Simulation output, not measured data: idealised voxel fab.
The following process module bears the name voxel gate over fins.
The width of the displayed cross-section, cut, is 250 nm; its cells are square, with a size of 5 nm.
Reading order for cross-sections: top band down to bottom band. Underlying form: a grid of square cells. Band size: one or more rows of cells.
Each band's line starts with the height of the band's top and of its bottom, in nm. Then come its materials from left to right, each with its width in nm. One material with "throughout" fills the band from edge to edge. "air" is empty space.
Height datum 0, below which the as-received substrate wafer is one material. Lowest band open at the bottom, running downward: "from 0 down".
Think of "30..40" as a width that walks from the first number to the second as you go down the band, top row to bottom row, taking equal-sized steps from row to row.
Where a step carries "remains unaltered", the cross-section came out of it unchanged, cell for cell.
"Unvented voids" means: voids of 8 cells or more that are shut off from the top with no open way through. Written width x height at distance, distance from the left edge, in nm.
Anything after a step's settings on that line? It's the simulator's own note about the step.
"overlay nm" answers the question of how far to the right of plan the mask lay on a step that has a mask, and when it is negative the answer is to the left.
### Planned step list for the process
1) RECEIVE,material Si
2) CONFORMAL_DEP,material SiN,thk nm 5
3) MASKED_ETCH,tone cover,mask id FINS,width nm 15,pitch nm 35,etch materials SiN,depth nm 5,overlay nm 0
4) MASKED_ETCH,tone cover,mask id FINS,width nm 15,pitch nm 35,etch materials Si,depth nm 40,overlay nm 0
5) FILL_DEP,material SiO2,thk nm 10
6) CMP,height nm 5
7) SELECTIVE_ETCH,etch materials SiO2,depth nm 15
8) STRIP,etch materials SiN
9) CONFORMAL_DEP,material HfO2,thk nm 5
10) CONFORMAL_DEP,material TiN,thk nm 5
11) FILL_DEP,material W,thk nm 10
12) CMP,height nm 15
13) CONFORMAL_DEP,material SiCN,thk nm 10
### Wafer cross-section on receipt, i.e. after step 1
- from 0 down: Si throughout
- Unvented voids: none
### Post-module cross-section: identical start and plan to those above, one misstep in execution
- from 25 to 15: SiCN throughout
- from 15 to 10: W throughout
- from 10 to 5: W 90 | TiN 70 | W 90
- from 5 to 0: W 90 | TiN 5 | HfO2 25 | TiN 10 | HfO2 25 | TiN 5 | W 90
- from 0 to -15: W 90 | TiN 5 | HfO2 5 | Si 15 | HfO2 5 | TiN 10 | HfO2 5 | Si 15 | HfO2 5 | TiN 5 | W 90
- from -15 to -20: TiN 95 | HfO2 5 | Si 15 | HfO2 5 | TiN 10 | HfO2 5 | Si 15 | HfO2 5 | TiN 95
- from -20 to -25: HfO2 100 | Si 15 | HfO2 20 | Si 15 | HfO2 100
- from -25 to -40: SiO2 100 | Si 15 | SiO2 20 | Si 15 | SiO2 100
- from -40 down: Si throughout
- Unvented voids: none
Error vs. plan: heads up, step 7 of the plan got done twice
